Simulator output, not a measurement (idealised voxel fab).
You're looking at the process module voxel fin reveal.
The cross-section on display is named cut; it measures 270 nm wide, and its cells are 5 nm squares.
Format of a cross-section: grid, square cells. Given as bands. Order: top down. Band: one or more rows of cells.
Top, bottom (nm), then materials left to right with widths (nm); lone material tagged "everywhere" fills the whole band edge to edge; "empty" = empty space.
The reference from which all heights are counted is 0, the level beneath which the as-received wafer is entirely one material; the lowest band, having no lower bound, proceeds downward and is written after the example "top 0, no bottom".
Read "30->40" as a graded width: first number on top, second number at the bottom, same change between each pair of neighbouring rows.
Any step labelled "nothing different" changed none of the cells in the cross-section.
Listed in "Listed closed voids": every empty space of 8 or more cells without an open way to the top. Form: width x height at distance, the distance being from the left edge, all in nm.
On each step's line, the part that comes after the settings is the simulator's own comment on the step.
Each step line may optionally specify "overlay nm", which for a step with a mask gives the rightward distance between the mask's planned place and where it lay, a negative value indicating the leftward direction.

Planned step list for the process
1 RECEIVE [material Si]
2 CONFORMAL_DEP [material SiN] [thk nm 5]
3 PATTERN [tone cover] [mask id FINS] [material resist] [width nm 15] [pitch nm 40] [thk nm 15] [overlay nm 0]
4 DIRECTIONAL_ETCH [etch materials SiN] [depth nm 5]
5 DIRECTIONAL_ETCH [etch materials Si] [depth nm 40]
6 STRIP [etch materials resist]
7 OXIDIZE [depth nm 5]
8 FILL_DEP [material SiO2] [thk nm 10]
9 CMP [height nm 5]
10 SELECTIVE_ETCH [etch materials SiO2] [depth nm 30]
11 STRIP [etch materials SiN]

Concerning the first of two wafers, which was run in accordance with the plan

Wafer as received: cross-section following step 1
    top 0, no bottom  Si everywhere
    Listed closed voids: none

Step 2 complete: cross-section through the wafer
    top 5, bottom 0  SiN everywhere
    Everything under 0 stays put, no change at all.

Step 3 complete: cross-section through the wafer
    top 20, bottom 5  65 of empty  15 of resist  25 of empty  15 of resist  25 of empty  15 of resist  25 of empty  15 of resist  70 of empty
    Everything under 5 stays put, no change at all.

Step 4 complete: cross-section through the wafer
    top 20, bottom 5  65 of empty  15 of resist  25 of empty  15 of resist  25 of empty  15 of resist  25 of empty  15 of resist  70 of empty
    top 5, bottom 0  65 of empty  15 of SiN  25 of empty  15 of SiN  25 of empty  15 of SiN  25 of empty  15 of SiN  70 of empty
    Everything under 0 stays put, no change at all.

Step 5 complete: cross-section through the wafer
    top 20, bottom 5  65 of empty  15 of resist  25 of empty  15 of resist  25 of empty  15 of resist  25 of empty  15 of resist  70 of empty
    top 5, bottom 0  65 of empty  15 of SiN  25 of empty  15 of SiN  25 of empty  15 of SiN  25 of empty  15 of SiN  70 of empty
    top 0, bottom -40  65 of empty  15 of Si  25 of empty  15 of Si  25 of empty  15 of Si  25 of empty  15 of Si  70 of empty
    Everything under -40 stays put, no change at all.

Step 6 complete: cross-section through the wafer
    top 5, bottom 0  65 of empty  15 of SiN  25 of empty  15 of SiN  25 of empty  15 of SiN  25 of empty  15 of SiN  70 of empty
    Everything under 0 stays put, no change at all.

Step 7 complete: cross-section through the wafer
    top 5, bottom 0  65 of empty  15 of SiN  25 of empty  15 of SiN  25 of empty  15 of SiN  25 of empty  15 of SiN  70 of empty
    top 0, bottom -40  65 of empty  5 of SiO2  5 of Si  5 of SiO2  25 of empty  5 of SiO2  5 of Si  5 of SiO2  25 of empty  5 of SiO2  5 of Si  5 of SiO2  25 of empty  5 of SiO2  5 of Si  5 of SiO2  70 of empty
    top -40, bottom -45  70 of SiO2  5 of Si  35 of SiO2  5 of Si  35 of SiO2  5 of Si  35 of SiO2  5 of Si  75 of SiO2
    Everything under -45 stays put, no change at all.

Step 8 complete: cross-section through the wafer
    top 15, bottom 5  SiO2 everywhere
    top 5, bottom 0  65 of SiO2  15 of SiN  25 of SiO2  15 of SiN  25 of SiO2  15 of SiN  25 of SiO2  15 of SiN  70 of SiO2
    top 0, bottom -45  70 of SiO2  5 of Si  35 of SiO2  5 of Si  35 of SiO2  5 of Si  35 of SiO2  5 of Si  75 of SiO2
    Everything under -45 stays put, no change at all.

Step 9 complete: cross-section through the wafer
    top 5, bottom 0  65 of SiO2  15 of SiN  25 of SiO2  15 of SiN  25 of SiO2  15 of SiN  25 of SiO2  15 of SiN  70 of SiO2
    Everything under 0 stays put, no change at all.

Step 10 complete: cross-section through the wafer
    top 5, bottom 0  65 of empty  15 of SiN  25 of empty  15 of SiN  25 of empty  15 of SiN  25 of empty  15 of SiN  70 of empty
    top 0, bottom -25  70 of empty  5 of Si  35 of empty  5 of Si  35 of empty  5 of Si  35 of empty  5 of Si  75 of empty
    Everything under -25 stays put, no change at all.

Step 11 complete: cross-section through the wafer
    top 0, bottom -25  70 of empty  5 of Si  35 of empty  5 of Si  35 of empty  5 of Si  35 of empty  5 of Si  75 of empty
    Everything under -25 stays put, no change at all.

The Second Wafer: Common Origin and Plan, One Mistake in Execution, Identical to the First Through Step 4

Cross-sectional representation of the second wafer at the time designated in the plan for the completion of step 5
    top 20, bottom 5  65 of empty  15 of resist  25 of empty  15 of resist  25 of empty  15 of resist  25 of empty  15 of resist  70 of empty
    top 5, bottom 0  65 of empty  15 of SiN  25 of empty  15 of SiN  25 of empty  15 of SiN  25 of empty  15 of SiN  70 of empty
    top 0, bottom -50  65 of empty  15 of Si  25 of empty  15 of Si  25 of empty  15 of Si  25 of empty  15 of Si  70 of empty
    Everything under -50 stays put, no change at all.

Cross-sectional representation of the second wafer at the time designated in the plan for the completion of step 6
    top 5, bottom 0  65 of empty  15 of SiN  25 of empty  15 of SiN  25 of empty  15 of SiN  25 of empty  15 of SiN  70 of empty
    Everything under 0 stays put, no change at all.

Cross-sectional representation of the second wafer at the time designated in the plan for the completion of step 7
    top 5, bottom 0  65 of empty  15 of SiN  25 of empty  15 of SiN  25 of empty  15 of SiN  25 of empty  15 of SiN  70 of empty
    top 0, bottom -50  65 of empty  5 of SiO2  5 of Si  5 of SiO2  25 of empty  5 of SiO2  5 of Si  5 of SiO2  25 of empty  5 of SiO2  5 of Si  5 of SiO2  25 of empty  5 of SiO2  5 of Si  5 of SiO2  70 of empty
    top -50, bottom -55  70 of SiO2  5 of Si  35 of SiO2  5 of Si  35 of SiO2  5 of Si  35 of SiO2  5 of Si  75 of SiO2
    Everything under -55 stays put, no change at all.

Cross-sectional representation of the second wafer at the time designated in the plan for the completion of step 8
    top 15, bottom 5  SiO2 everywhere
    top 5, bottom 0  65 of SiO2  15 of SiN  25 of SiO2  15 of SiN  25 of SiO2  15 of SiN  25 of SiO2  15 of SiN  70 of SiO2
    top 0, bottom -55  70 of SiO2  5 of Si  35 of SiO2  5 of Si  35 of SiO2  5 of Si  35 of SiO2  5 of Si  75 of SiO2
    Everything under -55 stays put, no change at all.

Cross-sectional representation of the second wafer at the time designated in the plan for the completion of step 9
    top 5, bottom 0  65 of SiO2  15 of SiN  25 of SiO2  15 of SiN  25 of SiO2  15 of SiN  25 of SiO2  15 of SiN  70 of SiO2
    Everything under 0 stays put, no change at all.

Cross-sectional representation of the second wafer at the time designated in the plan for the completion of step 10
    top 5, bottom 0  65 of empty  15 of SiN  25 of empty  15 of SiN  25 of empty  15 of SiN  25 of empty  15 of SiN  70 of empty
    top 0, bottom -25  70 of empty  5 of Si  35 of empty  5 of Si  35 of empty  5 of Si  35 of empty  5 of Si  75 of empty
    Everything under -25 stays put, no change at all.

Cross-sectional representation of the second wafer at the time designated in the plan for the completion of step 11
    top 0, bottom -25  70 of empty  5 of Si  35 of empty  5 of Si  35 of empty  5 of Si  35 of empty  5 of Si  75 of empty
    Everything under -25 stays put, no change at all.
Short version of what went wrong: step 5: run off-plan, actual operation and settings DIRECTIONAL_ETCH [etch materials Si] [depth nm 50]
Per the end-of-run cell counts, the second wafer holds more or fewer of some materials than the first: 100 fewer of Si, 100 more of SiO2
